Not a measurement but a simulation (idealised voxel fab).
process module | voxel air gaps
cross-section cut | 215 nm wide | cells 5 nm
A cross-section is a grid of square cells, given in bands from the top down. A band is one or more rows of cells.
Each band's line starts with the height of the band's top and of its bottom, in nm. Then come its materials from left to right, each with its width in nm. One material with "throughout" fills the band from edge to edge. "air" is empty space.
Height 0 is the level under which the wafer as received is all one material. The lowest band goes on downwards, as in "0 down".
A width such as "30 to 40" changes by the same amount from each row of cells to the next, from the band's top row to its bottom row.
"no change" after a step means that no cell of the cross-section changed.
closed voids: empty space of 8 cells or more with no open way to the top, each as width x height at its distance from the left edge, in nm
after a step's settings: what the simulator itself notes on the step
overlay nm, on a step with a mask: how far to the right of its planned place the mask lay; to the left if negative
plan
1 op RECEIVE | material Si
2 op CONFORMAL_DEP | material SiO2 | thk nm 10
3 op CONFORMAL_DEP | material SiCN | thk nm 5
4 op DIRECTIONAL_DEP | material lowk | thk nm 35
5 op MASKED_ETCH | tone open | mask id LINES | width nm 20 | pitch nm 50 | etch materials lowk | depth nm 35 | overlay nm 0
6 op CONFORMAL_DEP | material TiN | thk nm 5
7 op FILL_DEP | material Ru | thk nm 10
8 op CMP | height nm 50
9 op EPI | material Ru | thk nm 10
10 op SELECTIVE_ETCH | etch materials lowk | depth nm 45
11 op CONFORMAL_DEP | material SiCN | thk nm 5
varied across the wafers: thk nm of step 6. The plan shows the first wafer's value. All wafers start alike
first wafer as received, after step 1
  0 down: Si throughout
  closed voids: none
first wafer at the end, after step 11
  65 to 60: air 5 | SiCN 200 | air 10
  60 to 50: air 5 | SiCN 5 | Ru 40 | SiCN 10 | Ru 40 | SiCN 10 | Ru 40 | SiCN 10 | Ru 40 | SiCN 5 | air 10
  50 to 45: air 5 | SiCN 15 | TiN 5 | Ru 10 | TiN 5 | SiCN 30 | TiN 5 | Ru 10 | TiN 5 | SiCN 30 | TiN 5 | Ru 10 | TiN 5 | SiCN 30 | TiN 5 | Ru 10 | TiN 5 | SiCN 15 | air 10
  45 to 20: air 15 | SiCN 5 | TiN 5 | Ru 10 | TiN 5 | SiCN 5 | air 20 | SiCN 5 | TiN 5 | Ru 10 | TiN 5 | SiCN 5 | air 20 | SiCN 5 | TiN 5 | Ru 10 | TiN 5 | SiCN 5 | air 20 | SiCN 5 | TiN 5 | Ru 10 | TiN 5 | SiCN 5 | air 20
  20 to 15: SiCN 20 | TiN 20 | SiCN 30 | TiN 20 | SiCN 30 | TiN 20 | SiCN 30 | TiN 20 | SiCN 25
  15 to 10: SiCN throughout
  10 to 0: SiO2 throughout
  0 down: Si throughout
  closed voids: 20 x 25 at 45; 20 x 25 at 95; 20 x 25 at 145
last wafer at the end
  65 to 60: air 5 | SiCN 200 | air 10
  60 to 50: air 5 | SiCN 5 | Ru 40 | SiCN 10 | Ru 40 | SiCN 10 | Ru 40 | SiCN 10 | Ru 40 | SiCN 5 | air 10
  50 to 45: air 5 | SiCN 15 | TiN 20 | SiCN 30 | TiN 20 | SiCN 30 | TiN 20 | SiCN 30 | TiN 20 | SiCN 15 | air 10
  45 to 20: air 15 | SiCN 5 | TiN 20 | SiCN 5 | air 20 | SiCN 5 | TiN 20 | SiCN 5 | air 20 | SiCN 5 | TiN 20 | SiCN 5 | air 20 | SiCN 5 | TiN 20 | SiCN 5 | air 20
  20 to 15: SiCN 20 | TiN 20 | SiCN 30 | TiN 20 | SiCN 30 | TiN 20 | SiCN 30 | TiN 20 | SiCN 25
  15 to 10: SiCN throughout
  10 to 0: SiO2 throughout
  0 down: Si throughout
  closed voids: 20 x 25 at 45; 20 x 25 at 95; 20 x 25 at 145
each wafer at the end: cells of each material gained (+) or lost (-) since it was received, then its closed voids
thk nm 5 | +112 Ru | +190 SiCN | +86 SiO2 | +64 TiN | closed voids: 20 x 25 at 45; 20 x 25 at 95; 20 x 25 at 145
thk nm 10 | +64 Ru | +190 SiCN | +86 SiO2 | +112 TiN | closed voids: 20 x 25 at 45; 20 x 25 at 95; 20 x 25 at 145
thk nm 15 | +64 Ru | +190 SiCN | +86 SiO2 | +112 TiN | closed voids: 20 x 25 at 45; 20 x 25 at 95; 20 x 25 at 145
thk nm 20 | +64 Ru | +190 SiCN | +86 SiO2 | +112 TiN | closed voids: 20 x 25 at 45; 20 x 25 at 95; 20 x 25 at 145
